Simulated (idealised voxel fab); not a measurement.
The process module that follows is named voxel transistor to metal.
Cross-section cut: width 165 nm, square cells of 5 nm.
We lay out every cross-section as a grid of square cells and spell it out in bands from the top down, where one band means one or more rows of cells.
Heads up on the band format: heights come first, top then bottom, in nm. After that it's the materials left to right, each with its width in nm. A single material flagged "throughout" fills the whole band edge to edge, and "blank" means there's empty space there.
Height datum 0, below which the as-received substrate wafer is one material. Lowest band open at the bottom, running downward: "z 0 and below".
So if you see something like "30 to 40" for the width, read it as the top row of the band sitting at the first number and the bottom row at the second, with every row in between moving by the same amount as the last.
Where a step carries "stayed the same", the cross-section came out of it unchanged, cell for cell.
Enclosed void inventory: empty space of 8 cells or more with no open way to the top, each as width x height at its distance from the left edge, in nm
Note: text after step settings on the step line = simulator remark on that step.
"overlay nm" answers the question of how far to the right of plan the mask lay on a step that has a mask, and when it is negative the answer is to the left.
[Planned step list for the process]
| 1 | RECEIVE (material Si) |
| 2 | OXIDIZE (depth nm 5) |
| 3 | CONFORMAL_DEP (material SiN; thk nm 10) |
| 4 | MASKED_ETCH (tone cover; mask id ACTIVE; width nm 115; etch materials SiN; depth nm 10; overlay nm 0) |
| 5 | MASKED_ETCH (tone cover; mask id ACTIVE; width nm 115; etch materials SiO2; depth nm 5; overlay nm 0) |
| 6 | MASKED_ETCH (tone cover; mask id ACTIVE; width nm 115; etch materials Si; depth nm 35; overlay nm 0) |
| 7 | OXIDIZE (depth nm 5) |
| 8 | FILL_DEP (material SiO2; thk nm 15) |
| 9 | CMP (height nm 10) |
| 10 | SELECTIVE_ETCH (etch materials SiO2; depth nm 10) |
| 11 | STRIP (etch materials SiN) |
| 12 | SELECTIVE_ETCH (etch materials SiO2; depth nm 5) |
| 13 | OXIDIZE (depth nm 5) |
| 14 | DIRECTIONAL_DEP (material polySi; thk nm 25) |
| 15 | DIRECTIONAL_DEP (material SiCN; thk nm 10) |
| 16 | MASKED_ETCH (tone cover; mask id GATE; width nm 35; etch materials SiCN; depth nm 20; overlay nm 0) |
| 17 | MASKED_ETCH (tone cover; mask id GATE; width nm 35; etch materials polySi; depth nm 35; overlay nm 0) |
| 18 | CONFORMAL_DEP (material SiN; thk nm 10) |
| 19 | DIRECTIONAL_ETCH (etch materials SiN; depth nm 10) |
| 20 | DIRECTIONAL_ETCH (etch materials SiO2; depth nm 5) |
| 21 | DIRECTIONAL_ETCH (etch materials Si; depth nm 5) |
| 22 | EPI (material SiGe; thk nm 5) |
| 23 | FILL_DEP (material SiO2; thk nm 10) |
| 24 | CMP (height nm 20) |
| 25 | STRIP (etch materials polySi) |
| 26 | SELECTIVE_ETCH (etch materials SiO2; depth nm 5) |
| 27 | CONFORMAL_DEP (material HfO2; thk nm 5) |
| 28 | CONFORMAL_DEP (material TiN; thk nm 5) |
| 29 | FILL_DEP (material W; thk nm 5) |
| 30 | CMP (height nm 15) |
| 31 | DIRECTIONAL_DEP (material SiO2; thk nm 10) |
| 32 | DIRECTIONAL_DEP (material aC; thk nm 10) |
| 33 | PATTERN (tone open; mask id CONTACT; material resist; width nm 20; pitch nm 85; thk nm 30; overlay nm 0) |
| 34 | DIRECTIONAL_ETCH (etch materials aC; depth nm 10) |
| 35 | STRIP (etch materials resist) |
| 36 | DIRECTIONAL_ETCH (etch materials SiO2; depth nm 35) |
| 37 | STRIP (etch materials aC) |
| 38 | CONFORMAL_DEP (material TiN; thk nm 5) |
| 39 | FILL_DEP (material W; thk nm 5) |
| 40 | CMP (height nm 25) |
| 41 | DIRECTIONAL_DEP (material TiN; thk nm 5) |
| 42 | DIRECTIONAL_DEP (material W; thk nm 25) |
| 43 | MASKED_ETCH (tone cover; mask id METAL_1; width nm 20; pitch nm 85; etch materials W; depth nm 25; overlay nm 0) |
| 44 | MASKED_ETCH (tone cover; mask id METAL_1; width nm 20; pitch nm 85; etch materials TiN; depth nm 5; overlay nm 0) |
| 45 | CONFORMAL_DEP (material SiN; thk nm 5) |
| 46 | FILL_DEP (material lowk; thk nm 5) |
| 47 | CMP (height nm 55) |
| 48 | CONFORMAL_DEP (material SiCN; thk nm 5) |
Among the wafers covered here, the point of difference is the thk nm at step 45; their starting state is shared, and the plan presents the value of the first wafer.
[Sectional view: first of several wafers, as received, after step 1]
    z 0 and below  Si throughout
    Enclosed void inventory: none
[Below is a per-wafer table. In it, each row describes the wafer at the end of the module by giving, for each material, the number of cells gained (+) or lost (-) since the wafer was received, and after that the closed voids of the wafer]
thk nm 5 | +17 HfO2 | -160 Si | +33 SiCN | +12 SiGe | +61 SiN | +204 SiO2 | +51 TiN | +73 W | +105 lowk | Enclosed void inventory: none
thk nm 10 | +17 HfO2 | -160 Si | +33 SiCN | +12 SiGe | +98 SiN | +204 SiO2 | +51 TiN | +73 W | +68 lowk | Enclosed void inventory: none
thk nm 15 | +17 HfO2 | -160 Si | +33 SiCN | +12 SiGe | +127 SiN | +204 SiO2 | +51 TiN | +73 W | +39 lowk | Enclosed void inventory: none
thk nm 20 | +17 HfO2 | -160 Si | +33 SiCN | +12 SiGe | +148 SiN | +204 SiO2 | +51 TiN | +73 W | +18 lowk | Enclosed void inventory: none
